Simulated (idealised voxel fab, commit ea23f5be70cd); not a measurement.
Herein follows the process module entitled voxel capacitor over wiring.
Section cut is 180 nm wide and gridded with 5 nm square cells.
The cross-sections in this document take the form of a grid made of square cells. They are written out as bands, in order from top to bottom. Each band consists of one or more rows of cells. First you get the band's top height and its bottom height, in nm, and then the materials it's made of, left to right, with each width in nm. If you see a single material with "full width", that one covers the band edge to edge. "blank" is empty space. Heights are measured from 0, the level below which the as-received wafer is all one material; the lowest band has no bottom and continues downward, written as in "0 nm and below". Think of "30 to 40" as a width that walks from the first number to the second as you go down the band, top row to bottom row, taking equal-sized steps from row to row. It should be understood that the words "no modification", when stated for a given step, signify that the cross-section underwent no change in any of its cells during that step. Entry "Non-vented voids" = empty spaces >= 8 cells with no open way to the top; each as width x height at distance, distance from left edge, all nm. Anything after a step's settings on that line? It's the simulator's own note about the step. overlay nm: mask right of planned place by this much (step with mask). Neg. = left.

The process steps that were planned are listed below
step 1: RECEIVE with material Si
step 2: CONFORMAL_DEP with material SiO2, thk nm 15
step 3: CONFORMAL_DEP with material SiN, thk nm 5
step 4: DIRECTIONAL_DEP with material lowk, thk nm 20
step 5: DIRECTIONAL_DEP with material aC, thk nm 10
step 6: PATTERN with tone open, mask id METAL_1, material resist, width nm 25, pitch nm 75, thk nm 30, overlay nm 0
step 7: DIRECTIONAL_ETCH with etch materials aC, depth nm 10
step 8: STRIP with etch materials resist
step 9: DIRECTIONAL_ETCH with etch materials lowk, depth nm 20
step 10: DIRECTIONAL_ETCH with etch materials SiN, depth nm 5
step 11: STRIP with etch materials aC
step 12: CONFORMAL_DEP with material TiN, thk nm 5
step 13: FILL_DEP with material W, thk nm 10
step 14: CMP with height nm 40
step 15: CONFORMAL_DEP with material SiCN, thk nm 5
step 16: DIRECTIONAL_DEP with material lowk, thk nm 15
step 17: DIRECTIONAL_DEP with material aC, thk nm 15
step 18: PATTERN with tone open, mask id PLUG_1, material resist, width nm 15, thk nm 35, overlay nm 0
step 19: DIRECTIONAL_ETCH with etch materials aC, depth nm 15
step 20: STRIP with etch materials resist
step 21: DIRECTIONAL_ETCH with etch materials lowk, depth nm 15
step 22: DIRECTIONAL_ETCH with etch materials SiCN, depth nm 5
step 23: STRIP with etch materials aC
step 24: CONFORMAL_DEP with material TiN, thk nm 5
step 25: FILL_DEP with material Ru, thk nm 5
step 26: CMP with height nm 60
step 27: DIRECTIONAL_DEP with material TiN, thk nm 10
step 28: DIRECTIONAL_DEP with material Al2O3, thk nm 5
step 29: DIRECTIONAL_DEP with material TiN, thk nm 5
step 30: PATTERN with tone cover, mask id UPPER_PLATE, material resist, width nm 55, thk nm 20, overlay nm 0
step 31: DIRECTIONAL_ETCH with etch materials TiN, depth nm 5
step 32: DIRECTIONAL_ETCH with etch materials Al2O3, depth nm 5
step 33: STRIP with etch materials resist
step 34: PATTERN with tone cover, mask id LOWER_PLATE, material resist, width nm 65, thk nm 20, overlay nm 0
step 35: DIRECTIONAL_ETCH with etch materials TiN, depth nm 10
step 36: STRIP with etch materials resist
step 37: FILL_DEP with material SiO2, thk nm 20
step 38: CMP with height nm 95
step 39: DIRECTIONAL_DEP with material aC, thk nm 15
step 40: PATTERN with tone open, mask id PLUG_2, material resist, width nm 15, thk nm 30, overlay nm 0
step 41: DIRECTIONAL_ETCH with etch materials aC, depth nm 15
step 42: STRIP with etch materials resist
step 43: DIRECTIONAL_ETCH with etch materials SiO2, depth nm 15
step 44: STRIP with etch materials aC
step 45: CONFORMAL_DEP with material TiN, thk nm 5
step 46: FILL_DEP with material Cu, thk nm 10
step 47: CMP with height nm 95
step 48: CONFORMAL_DEP with material SiN, thk nm 5

What follows covers the first of two wafers; it ran as planned

Cross-section: wafer on arrival = after step 1
	0 nm and below | Si full width
	Non-vented voids: none

The following cross-section depicts the wafer upon completion of step 2
	15 nm to 0 nm | SiO2 full width
	At heights below 0, the structure remains unaltered.

The following cross-section depicts the wafer upon completion of step 3
	20 nm to 15 nm | SiN full width
	At heights below 15, the structure remains unaltered.

The following cross-section depicts the wafer upon completion of step 4
	40 nm to 20 nm | lowk full width
	At heights below 20, the structure remains unaltered.

The following cross-section depicts the wafer upon completion of step 5
	50 nm to 40 nm | aC full width
	At heights below 40, the structure remains unaltered.

The following cross-section depicts the wafer upon completion of step 6
	80 nm to 50 nm | 40 nm resist; 25 nm blank; 50 nm resist; 25 nm blank; 40 nm resist
	At heights below 50, the structure remains unaltered.

The following cross-section depicts the wafer upon completion of step 7
	70 nm to 50 nm | 40 nm resist; 25 nm blank; 50 nm resist; 25 nm blank; 40 nm resist
	50 nm to 40 nm | 40 nm aC; 25 nm blank; 50 nm aC; 25 nm blank; 40 nm aC
	At heights below 40, the structure remains unaltered.

The following cross-section depicts the wafer upon completion of step 8
	50 nm to 40 nm | 40 nm aC; 25 nm blank; 50 nm aC; 25 nm blank; 40 nm aC
	At heights below 40, the structure remains unaltered.

The following cross-section depicts the wafer upon completion of step 9
	50 nm to 40 nm | 40 nm aC; 25 nm blank; 50 nm aC; 25 nm blank; 40 nm aC
	40 nm to 20 nm | 40 nm lowk; 25 nm blank; 50 nm lowk; 25 nm blank; 40 nm lowk
	At heights below 20, the structure remains unaltered.

The following cross-section depicts the wafer upon completion of step 10
	50 nm to 40 nm | 40 nm aC; 25 nm blank; 50 nm aC; 25 nm blank; 40 nm aC
	40 nm to 20 nm | 40 nm lowk; 25 nm blank; 50 nm lowk; 25 nm blank; 40 nm lowk
	20 nm to 15 nm | 40 nm SiN; 25 nm blank; 50 nm SiN; 25 nm blank; 40 nm SiN
	At heights below 15, the structure remains unaltered.

The following cross-section depicts the wafer upon completion of step 11
	40 nm to 20 nm | 40 nm lowk; 25 nm blank; 50 nm lowk; 25 nm blank; 40 nm lowk
	At heights below 20, the structure remains unaltered.

The following cross-section depicts the wafer upon completion of step 12
	45 nm to 40 nm | 45 nm TiN; 15 nm blank; 60 nm TiN; 15 nm blank; 45 nm TiN
	40 nm to 20 nm | 40 nm lowk; 5 nm TiN; 15 nm blank; 5 nm TiN; 50 nm lowk; 5 nm TiN; 15 nm blank; 5 nm TiN; 40 nm lowk
	20 nm to 15 nm | 40 nm SiN; 25 nm TiN; 50 nm SiN; 25 nm TiN; 40 nm SiN
	At heights below 15, the structure remains unaltered.

The following cross-section depicts the wafer upon completion of step 13
	55 nm to 45 nm | W full width
	45 nm to 40 nm | 45 nm TiN; 15 nm W; 60 nm TiN; 15 nm W; 45 nm TiN
	40 nm to 20 nm | 40 nm lowk; 5 nm TiN; 15 nm W; 5 nm TiN; 50 nm lowk; 5 nm TiN; 15 nm W; 5 nm TiN; 40 nm lowk
	At heights below 20, the structure remains unaltered.

The following cross-section depicts the wafer upon completion of step 14
	40 nm to 20 nm | 40 nm lowk; 5 nm TiN; 15 nm W; 5 nm TiN; 50 nm lowk; 5 nm TiN; 15 nm W; 5 nm TiN; 40 nm lowk
	At heights below 20, the structure remains unaltered.

The following cross-section depicts the wafer upon completion of step 15
	45 nm to 40 nm | SiCN full width
	At heights below 40, the structure remains unaltered.

The following cross-section depicts the wafer upon completion of step 16
	60 nm to 45 nm | lowk full width
	At heights below 45, the structure remains unaltered.

The following cross-section depicts the wafer upon completion of step 17
	75 nm to 60 nm | aC full width
	At heights below 60, the structure remains unaltered.

The following cross-section depicts the wafer upon completion of step 18
	110 nm to 75 nm | 50 nm resist; 15 nm blank; 115 nm resist
	At heights below 75, the structure remains unaltered.

The following cross-section depicts the wafer upon completion of step 19
	95 nm to 75 nm | 50 nm resist; 15 nm blank; 115 nm resist
	75 nm to 60 nm | 50 nm aC; 15 nm blank; 115 nm aC
	At heights below 60, the structure remains unaltered.

The following cross-section depicts the wafer upon completion of step 20
	75 nm to 60 nm | 50 nm aC; 15 nm blank; 115 nm aC
	At heights below 60, the structure remains unaltered.

The following cross-section depicts the wafer upon completion of step 21
	75 nm to 60 nm | 50 nm aC; 15 nm blank; 115 nm aC
	60 nm to 45 nm | 50 nm lowk; 15 nm blank; 115 nm lowk
	At heights below 45, the structure remains unaltered.

The following cross-section depicts the wafer upon completion of step 22
	75 nm to 60 nm | 50 nm aC; 15 nm blank; 115 nm aC
	60 nm to 45 nm | 50 nm lowk; 15 nm blank; 115 nm lowk
	45 nm to 40 nm | 50 nm SiCN; 15 nm blank; 115 nm SiCN
	At heights below 40, the structure remains unaltered.

The following cross-section depicts the wafer upon completion of step 23
	60 nm to 45 nm | 50 nm lowk; 15 nm blank; 115 nm lowk
	At heights below 45, the structure remains unaltered.

The following cross-section depicts the wafer upon completion of step 24
	65 nm to 60 nm | 55 nm TiN; 5 nm blank; 120 nm TiN
	60 nm to 45 nm | 50 nm lowk; 5 nm TiN; 5 nm blank; 5 nm TiN; 115 nm lowk
	45 nm to 40 nm | 50 nm SiCN; 15 nm TiN; 115 nm SiCN
	At heights below 40, the structure remains unaltered.

The following cross-section depicts the wafer upon completion of step 25
	70 nm to 65 nm | Ru full width
	65 nm to 60 nm | 55 nm TiN; 5 nm Ru; 120 nm TiN
	60 nm to 45 nm | 50 nm lowk; 5 nm TiN; 5 nm Ru; 5 nm TiN; 115 nm lowk
	At heights below 45, the structure remains unaltered.

The following cross-section depicts the wafer upon completion of step 26
	60 nm to 45 nm | 50 nm lowk; 5 nm TiN; 5 nm Ru; 5 nm TiN; 115 nm lowk
	At heights below 45, the structure remains unaltered.

The following cross-section depicts the wafer upon completion of step 27
	70 nm to 60 nm | TiN full width
	At heights below 60, the structure remains unaltered.

The following cross-section depicts the wafer upon completion of step 28
	75 nm to 70 nm | Al2O3 full width
	At heights below 70, the structure remains unaltered.

The following cross-section depicts the wafer upon completion of step 29
	80 nm to 75 nm | TiN full width
	At heights below 75, the structure remains unaltered.

The following cross-section depicts the wafer upon completion of step 30
	100 nm to 80 nm | 50 nm blank; 55 nm resist; 75 nm blank
	At heights below 80, the structure remains unaltered.

The following cross-section depicts the wafer upon completion of step 31
	100 nm to 80 nm | 50 nm blank; 55 nm resist; 75 nm blank
	80 nm to 75 nm | 50 nm blank; 55 nm TiN; 75 nm blank
	At heights below 75, the structure remains unaltered.

The following cross-section depicts the wafer upon completion of step 32
	100 nm to 80 nm | 50 nm blank; 55 nm resist; 75 nm blank
	80 nm to 75 nm | 50 nm blank; 55 nm TiN; 75 nm blank
	75 nm to 70 nm | 50 nm blank; 55 nm Al2O3; 75 nm blank
	At heights below 70, the structure remains unaltered.

The following cross-section depicts the wafer upon completion of step 33
	80 nm to 75 nm | 50 nm blank; 55 nm TiN; 75 nm blank
	At heights below 75, the structure remains unaltered.

The following cross-section depicts the wafer upon completion of step 34
	100 nm to 80 nm | 45 nm blank; 65 nm resist; 70 nm blank
	80 nm to 75 nm | 45 nm blank; 5 nm resist; 55 nm TiN; 5 nm resist; 70 nm blank
	75 nm to 70 nm | 45 nm blank; 5 nm resist; 55 nm Al2O3; 5 nm resist; 70 nm blank
	At heights below 70, the structure remains unaltered.

The following cross-section depicts the wafer upon completion of step 35
	100 nm to 80 nm | 45 nm blank; 65 nm resist; 70 nm blank
	80 nm to 75 nm | 45 nm blank; 5 nm resist; 55 nm TiN; 5 nm resist; 70 nm blank
	75 nm to 70 nm | 45 nm blank; 5 nm resist; 55 nm Al2O3; 5 nm resist; 70 nm blank
	70 nm to 60 nm | 45 nm blank; 65 nm TiN; 70 nm blank
	At heights below 60, the structure remains unaltered.

The following cross-section depicts the wafer upon completion of step 36
	80 nm to 75 nm | 50 nm blank; 55 nm TiN; 75 nm blank
	75 nm to 70 nm | 50 nm blank; 55 nm Al2O3; 75 nm blank
	At heights below 70, the structure remains unaltered.

The following cross-section depicts the wafer upon completion of step 37
	100 nm to 80 nm | SiO2 full width
	80 nm to 75 nm | 50 nm SiO2; 55 nm TiN; 75 nm SiO2
	75 nm to 70 nm | 50 nm SiO2; 55 nm Al2O3; 75 nm SiO2
	70 nm to 60 nm | 45 nm SiO2; 65 nm TiN; 70 nm SiO2
	At heights below 60, the structure remains unaltered.

The following cross-section depicts the wafer upon completion of step 38
	95 nm to 80 nm | SiO2 full width
	At heights below 80, the structure remains unaltered.

The following cross-section depicts the wafer upon completion of step 39
	110 nm to 95 nm | aC full width
	At heights below 95, the structure remains unaltered.

The following cross-section depicts the wafer upon completion of step 40
	140 nm to 110 nm | 60 nm resist; 15 nm blank; 105 nm resist
	At heights below 110, the structure remains unaltered.

The following cross-section depicts the wafer upon completion of step 41
	125 nm to 110 nm | 60 nm resist; 15 nm blank; 105 nm resist
	110 nm to 95 nm | 60 nm aC; 15 nm blank; 105 nm aC
	At heights below 95, the structure remains unaltered.

The following cross-section depicts the wafer upon completion of step 42
	110 nm to 95 nm | 60 nm aC; 15 nm blank; 105 nm aC
	At heights below 95, the structure remains unaltered.

The following cross-section depicts the wafer upon completion of step 43
	110 nm to 95 nm | 60 nm aC; 15 nm blank; 105 nm aC
	95 nm to 80 nm | 60 nm SiO2; 15 nm blank; 105 nm SiO2
	At heights below 80, the structure remains unaltered.

The following cross-section depicts the wafer upon completion of step 44
	95 nm to 80 nm | 60 nm SiO2; 15 nm blank; 105 nm SiO2
	At heights below 80, the structure remains unaltered.

The following cross-section depicts the wafer upon completion of step 45
	100 nm to 95 nm | 65 nm TiN; 5 nm blank; 110 nm TiN
	95 nm to 85 nm | 60 nm SiO2; 5 nm TiN; 5 nm blank; 5 nm TiN; 105 nm SiO2
	85 nm to 75 nm | 60 to 50 nm SiO2; 15 to 55 nm TiN; 105 to 75 nm SiO2
	At heights below 75, the structure remains unaltered.

The following cross-section depicts the wafer upon completion of step 46
	110 nm to 100 nm | Cu full width
	100 nm to 95 nm | 65 nm TiN; 5 nm Cu; 110 nm TiN
	95 nm to 85 nm | 60 nm SiO2; 5 nm TiN; 5 nm Cu; 5 nm TiN; 105 nm SiO2
	At heights below 85, the structure remains unaltered.

The following cross-section depicts the wafer upon completion of step 47
	95 nm to 85 nm | 60 nm SiO2; 5 nm TiN; 5 nm Cu; 5 nm TiN; 105 nm SiO2
	At heights below 85, the structure remains unaltered.

The following cross-section depicts the wafer upon completion of step 48
	100 nm to 95 nm | SiN full width
	At heights below 95, the structure remains unaltered.

Wafer two. Identical start, identical plan. One mistake in execution. Identical history through step 1

Look at the second wafer in cross-section at the time step 2 ought to have finished
	30 nm to 0 nm | SiO2 full width
	At heights below 0, the structure remains unaltered.

Look at the second wafer in cross-section at the time step 3 ought to have finished
	35 nm to 30 nm | SiN full width
	At heights below 30, the structure remains unaltered.

Look at the second wafer in cross-section at the time step 4 ought to have finished
	55 nm to 35 nm | lowk full width
	At heights below 35, the structure remains unaltered.

Look at the second wafer in cross-section at the time step 5 ought to have finished
	65 nm to 55 nm | aC full width
	At heights below 55, the structure remains unaltered.

Look at the second wafer in cross-section at the time step 6 ought to have finished
	95 nm to 65 nm | 40 nm resist; 25 nm blank; 50 nm resist; 25 nm blank; 40 nm resist
	At heights below 65, the structure remains unaltered.

Look at the second wafer in cross-section at the time step 7 ought to have finished
	85 nm to 65 nm | 40 nm resist; 25 nm blank; 50 nm resist; 25 nm blank; 40 nm resist
	65 nm to 55 nm | 40 nm aC; 25 nm blank; 50 nm aC; 25 nm blank; 40 nm aC
	At heights below 55, the structure remains unaltered.

Look at the second wafer in cross-section at the time step 8 ought to have finished
	65 nm to 55 nm | 40 nm aC; 25 nm blank; 50 nm aC; 25 nm blank; 40 nm aC
	At heights below 55, the structure remains unaltered.

Look at the second wafer in cross-section at the time step 9 ought to have finished
	65 nm to 55 nm | 40 nm aC; 25 nm blank; 50 nm aC; 25 nm blank; 40 nm aC
	55 nm to 35 nm | 40 nm lowk; 25 nm blank; 50 nm lowk; 25 nm blank; 40 nm lowk
	At heights below 35, the structure remains unaltered.

Look at the second wafer in cross-section at the time step 10 ought to have finished
	65 nm to 55 nm | 40 nm aC; 25 nm blank; 50 nm aC; 25 nm blank; 40 nm aC
	55 nm to 35 nm | 40 nm lowk; 25 nm blank; 50 nm lowk; 25 nm blank; 40 nm lowk
	35 nm to 30 nm | 40 nm SiN; 25 nm blank; 50 nm SiN; 25 nm blank; 40 nm SiN
	At heights below 30, the structure remains unaltered.

Look at the second wafer in cross-section at the time step 11 ought to have finished
	55 nm to 35 nm | 40 nm lowk; 25 nm blank; 50 nm lowk; 25 nm blank; 40 nm lowk
	At heights below 35, the structure remains unaltered.

Look at the second wafer in cross-section at the time step 12 ought to have finished
	60 nm to 55 nm | 45 nm TiN; 15 nm blank; 60 nm TiN; 15 nm blank; 45 nm TiN
	55 nm to 35 nm | 40 nm lowk; 5 nm TiN; 15 nm blank; 5 nm TiN; 50 nm lowk; 5 nm TiN; 15 nm blank; 5 nm TiN; 40 nm lowk
	35 nm to 30 nm | 40 nm SiN; 25 nm TiN; 50 nm SiN; 25 nm TiN; 40 nm SiN
	At heights below 30, the structure remains unaltered.

Look at the second wafer in cross-section at the time step 13 ought to have finished
	70 nm to 60 nm | W full width
	60 nm to 55 nm | 45 nm TiN; 15 nm W; 60 nm TiN; 15 nm W; 45 nm TiN
	55 nm to 35 nm | 40 nm lowk; 5 nm TiN; 15 nm W; 5 nm TiN; 50 nm lowk; 5 nm TiN; 15 nm W; 5 nm TiN; 40 nm lowk
	At heights below 35, the structure remains unaltered.

Look at the second wafer in cross-section at the time step 14 ought to have finished
	40 nm to 35 nm | 40 nm lowk; 5 nm TiN; 15 nm W; 5 nm TiN; 50 nm lowk; 5 nm TiN; 15 nm W; 5 nm TiN; 40 nm lowk
	At heights below 35, the structure remains unaltered.

Look at the second wafer in cross-section at the time step 15 ought to have finished
	45 nm to 40 nm | SiCN full width
	At heights below 40, the structure remains unaltered.

Look at the second wafer in cross-section at the time step 16 ought to have finished
	60 nm to 45 nm | lowk full width
	At heights below 45, the structure remains unaltered.

Look at the second wafer in cross-section at the time step 17 ought to have finished
	75 nm to 60 nm | aC full width
	At heights below 60, the structure remains unaltered.

Look at the second wafer in cross-section at the time step 18 ought to have finished
	110 nm to 75 nm | 50 nm resist; 15 nm blank; 115 nm resist
	At heights below 75, the structure remains unaltered.

Look at the second wafer in cross-section at the time step 19 ought to have finished
	95 nm to 75 nm | 50 nm resist; 15 nm blank; 115 nm resist
	75 nm to 60 nm | 50 nm aC; 15 nm blank; 115 nm aC
	At heights below 60, the structure remains unaltered.

Look at the second wafer in cross-section at the time step 20 ought to have finished
	75 nm to 60 nm | 50 nm aC; 15 nm blank; 115 nm aC
	At heights below 60, the structure remains unaltered.

Look at the second wafer in cross-section at the time step 21 ought to have finished
	75 nm to 60 nm | 50 nm aC; 15 nm blank; 115 nm aC
	60 nm to 45 nm | 50 nm lowk; 15 nm blank; 115 nm lowk
	At heights below 45, the structure remains unaltered.

Look at the second wafer in cross-section at the time step 22 ought to have finished
	75 nm to 60 nm | 50 nm aC; 15 nm blank; 115 nm aC
	60 nm to 45 nm | 50 nm lowk; 15 nm blank; 115 nm lowk
	45 nm to 40 nm | 50 nm SiCN; 15 nm blank; 115 nm SiCN
	At heights below 40, the structure remains unaltered.

Look at the second wafer in cross-section at the time step 23 ought to have finished
	60 nm to 45 nm | 50 nm lowk; 15 nm blank; 115 nm lowk
	At heights below 45, the structure remains unaltered.

Look at the second wafer in cross-section at the time step 24 ought to have finished
	65 nm to 60 nm | 55 nm TiN; 5 nm blank; 120 nm TiN
	60 nm to 45 nm | 50 nm lowk; 5 nm TiN; 5 nm blank; 5 nm TiN; 115 nm lowk
	45 nm to 40 nm | 50 nm SiCN; 15 nm TiN; 115 nm SiCN
	At heights below 40, the structure remains unaltered.

Look at the second wafer in cross-section at the time step 25 ought to have finished
	70 nm to 65 nm | Ru full width
	65 nm to 60 nm | 55 nm TiN; 5 nm Ru; 120 nm TiN
	60 nm to 45 nm | 50 nm lowk; 5 nm TiN; 5 nm Ru; 5 nm TiN; 115 nm lowk
	At heights below 45, the structure remains unaltered.

Look at the second wafer in cross-section at the time step 26 ought to have finished
	60 nm to 45 nm | 50 nm lowk; 5 nm TiN; 5 nm Ru; 5 nm TiN; 115 nm lowk
	At heights below 45, the structure remains unaltered.

Look at the second wafer in cross-section at the time step 27 ought to have finished
	70 nm to 60 nm | TiN full width
	At heights below 60, the structure remains unaltered.

Look at the second wafer in cross-section at the time step 28 ought to have finished
	75 nm to 70 nm | Al2O3 full width
	At heights below 70, the structure remains unaltered.

Look at the second wafer in cross-section at the time step 29 ought to have finished
	80 nm to 75 nm | TiN full width
	At heights below 75, the structure remains unaltered.

Look at the second wafer in cross-section at the time step 30 ought to have finished
	100 nm to 80 nm | 50 nm blank; 55 nm resist; 75 nm blank
	At heights below 80, the structure remains unaltered.

Look at the second wafer in cross-section at the time step 31 ought to have finished
	100 nm to 80 nm | 50 nm blank; 55 nm resist; 75 nm blank
	80 nm to 75 nm | 50 nm blank; 55 nm TiN; 75 nm blank
	At heights below 75, the structure remains unaltered.

Look at the second wafer in cross-section at the time step 32 ought to have finished
	100 nm to 80 nm | 50 nm blank; 55 nm resist; 75 nm blank
	80 nm to 75 nm | 50 nm blank; 55 nm TiN; 75 nm blank
	75 nm to 70 nm | 50 nm blank; 55 nm Al2O3; 75 nm blank
	At heights below 70, the structure remains unaltered.

Look at the second wafer in cross-section at the time step 33 ought to have finished
	80 nm to 75 nm | 50 nm blank; 55 nm TiN; 75 nm blank
	At heights below 75, the structure remains unaltered.

Look at the second wafer in cross-section at the time step 34 ought to have finished
	100 nm to 80 nm | 45 nm blank; 65 nm resist; 70 nm blank
	80 nm to 75 nm | 45 nm blank; 5 nm resist; 55 nm TiN; 5 nm resist; 70 nm blank
	75 nm to 70 nm | 45 nm blank; 5 nm resist; 55 nm Al2O3; 5 nm resist; 70 nm blank
	At heights below 70, the structure remains unaltered.

Look at the second wafer in cross-section at the time step 35 ought to have finished
	100 nm to 80 nm | 45 nm blank; 65 nm resist; 70 nm blank
	80 nm to 75 nm | 45 nm blank; 5 nm resist; 55 nm TiN; 5 nm resist; 70 nm blank
	75 nm to 70 nm | 45 nm blank; 5 nm resist; 55 nm Al2O3; 5 nm resist; 70 nm blank
	70 nm to 60 nm | 45 nm blank; 65 nm TiN; 70 nm blank
	At heights below 60, the structure remains unaltered.

Look at the second wafer in cross-section at the time step 36 ought to have finished
	80 nm to 75 nm | 50 nm blank; 55 nm TiN; 75 nm blank
	75 nm to 70 nm | 50 nm blank; 55 nm Al2O3; 75 nm blank
	At heights below 70, the structure remains unaltered.

Look at the second wafer in cross-section at the time step 37 ought to have finished
	100 nm to 80 nm | SiO2 full width
	80 nm to 75 nm | 50 nm SiO2; 55 nm TiN; 75 nm SiO2
	75 nm to 70 nm | 50 nm SiO2; 55 nm Al2O3; 75 nm SiO2
	70 nm to 60 nm | 45 nm SiO2; 65 nm TiN; 70 nm SiO2
	At heights below 60, the structure remains unaltered.

Look at the second wafer in cross-section at the time step 38 ought to have finished
	95 nm to 80 nm | SiO2 full width
	At heights below 80, the structure remains unaltered.

Look at the second wafer in cross-section at the time step 39 ought to have finished
	110 nm to 95 nm | aC full width
	At heights below 95, the structure remains unaltered.

Look at the second wafer in cross-section at the time step 40 ought to have finished
	140 nm to 110 nm | 60 nm resist; 15 nm blank; 105 nm resist
	At heights below 110, the structure remains unaltered.

Look at the second wafer in cross-section at the time step 41 ought to have finished
	125 nm to 110 nm | 60 nm resist; 15 nm blank; 105 nm resist
	110 nm to 95 nm | 60 nm aC; 15 nm blank; 105 nm aC
	At heights below 95, the structure remains unaltered.

Look at the second wafer in cross-section at the time step 42 ought to have finished
	110 nm to 95 nm | 60 nm aC; 15 nm blank; 105 nm aC
	At heights below 95, the structure remains unaltered.

Look at the second wafer in cross-section at the time step 43 ought to have finished
	110 nm to 95 nm | 60 nm aC; 15 nm blank; 105 nm aC
	95 nm to 80 nm | 60 nm SiO2; 15 nm blank; 105 nm SiO2
	At heights below 80, the structure remains unaltered.

Look at the second wafer in cross-section at the time step 44 ought to have finished
	95 nm to 80 nm | 60 nm SiO2; 15 nm blank; 105 nm SiO2
	At heights below 80, the structure remains unaltered.

Look at the second wafer in cross-section at the time step 45 ought to have finished
	100 nm to 95 nm | 65 nm TiN; 5 nm blank; 110 nm TiN
	95 nm to 85 nm | 60 nm SiO2; 5 nm TiN; 5 nm blank; 5 nm TiN; 105 nm SiO2
	85 nm to 75 nm | 60 to 50 nm SiO2; 15 to 55 nm TiN; 105 to 75 nm SiO2
	At heights below 75, the structure remains unaltered.

Look at the second wafer in cross-section at the time step 46 ought to have finished
	110 nm to 100 nm | Cu full width
	100 nm to 95 nm | 65 nm TiN; 5 nm Cu; 110 nm TiN
	95 nm to 85 nm | 60 nm SiO2; 5 nm TiN; 5 nm Cu; 5 nm TiN; 105 nm SiO2
	At heights below 85, the structure remains unaltered.

Look at the second wafer in cross-section at the time step 47 ought to have finished
	95 nm to 85 nm | 60 nm SiO2; 5 nm TiN; 5 nm Cu; 5 nm TiN; 105 nm SiO2
	At heights below 85, the structure remains unaltered.

Look at the second wafer in cross-section at the time step 48 ought to have finished
	100 nm to 95 nm | SiN full width
	At heights below 95, the structure remains unaltered.
So what did we get wrong on this run? step 2, plan: ran twice
At the finish, the second wafer shows more or fewer cells for some materials than the first does: +108 SiO2; -12 TiN; -18 W; -78 lowk
